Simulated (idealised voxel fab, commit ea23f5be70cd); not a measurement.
The process module presented herein is designated voxel spacer lines.
Xsec cut, 200 nm wide, square cell size 5 nm.
Throughout this document, each cross-section is represented as a grid of square cells and is presented as a sequence of bands enumerated from the top downward, where a band comprises one or more rows of cells.
It is stipulated that each band's entry specify, in nanometres, the height of the top of the band and then that of its bottom, followed by the materials of the band in left-to-right sequence, each together with its width in nanometres. A single material marked by the word "everywhere" is understood to fill the band from edge to edge; the word "air" is understood to denote empty space.
The reference from which all heights are counted is 0, the level beneath which the as-received wafer is entirely one material; the lowest band, having no lower bound, proceeds downward and is written after the example "0 and below".
It should be noted that a width expressed as "30->40" varies in equal increments from row to row of cells within the band, taking the value of the first number at the top row and that of the second number at the bottom row.
Reading "nothing was modified" for a step: not a cell of the cross-section changed in it.
The label "Completely sealed voids" introduces a list of the empty spaces, 8 cells or larger, that have no open way up to the top; each entry in it reads width x height at distance, where the distance is taken from the left edge and all three are stated in nm.
Formally, on a step line, whatever follows the settings is a remark that the simulator itself makes on the step.
The setting "overlay nm" may be written on the line of a step. When the step uses a mask, the value reports how far to the right of the planned place the mask lay, and a negative value reports that it lay to the left.
Process steps (planned):
step 1: RECEIVE with material Si
step 2: CONFORMAL_DEP with material Al2O3, thk nm 5
step 3: DIRECTIONAL_DEP with material TiN, thk nm 20
step 4: DIRECTIONAL_DEP with material polySi, thk nm 20
step 5: PATTERN with tone cover, mask id MANDREL, material resist, width nm 20, pitch nm 70, thk nm 25, overlay nm -15
step 6: DIRECTIONAL_ETCH with etch materials polySi, depth nm 20
step 7: STRIP with etch materials resist
step 8: CONFORMAL_DEP with material SiO2, thk nm 15
step 9: DIRECTIONAL_ETCH with etch materials SiO2, depth nm 15
step 10: STRIP with etch materials polySi
step 11: DIRECTIONAL_ETCH with etch materials TiN, depth nm 20
step 12: STRIP with etch materials SiO2
Across this set of wafers, the varied parameter is the overlay nm of step 5. Starting conditions are identical for every wafer, and the plan reports the value assigned to the first wafer.
First wafer of several, as received: cross-section after step 1:
	0 and below | Si everywhere
	Completely sealed voids: none
Cross-sectional representation of the first of several wafers at the end of the module, i.e. after its terminal step, step 12:
	25 down to 5 | 25 air, then 15 TiN, then 20 air, then 15 TiN, then 20 air, then 15 TiN, then 20 air, then 15 TiN, then 55 air
	5 down to 0 | Al2O3 everywhere
	0 and below | Si everywhere
	Completely sealed voids: none
So this is the cross-section on the last wafer at the end of the module:
	25 down to 5 | 55 air, then 15 TiN, then 20 air, then 15 TiN, then 20 air, then 15 TiN, then 20 air, then 15 TiN, then 25 air
	5 down to 0 | Al2O3 everywhere
	0 and below | Si everywhere
	Completely sealed voids: none
Below: a row per wafer. Contents at end of module: for every material, cells gained since receipt (+) or lost since receipt (-); then closed voids:
overlay nm -15 | +40 Al2O3 | +48 TiN | Completely sealed voids: none
overlay nm -10 | +40 Al2O3 | +48 TiN | Completely sealed voids: none
overlay nm -5 | +40 Al2O3 | +48 TiN | Completely sealed voids: none
overlay nm 0 | +40 Al2O3 | +48 TiN | Completely sealed voids: none
overlay nm 5 | +40 Al2O3 | +48 TiN | Completely sealed voids: none
overlay nm 10 | +40 Al2O3 | +48 TiN | Completely sealed voids: none
overlay nm 15 | +40 Al2O3 | +48 TiN | Completely sealed voids: none
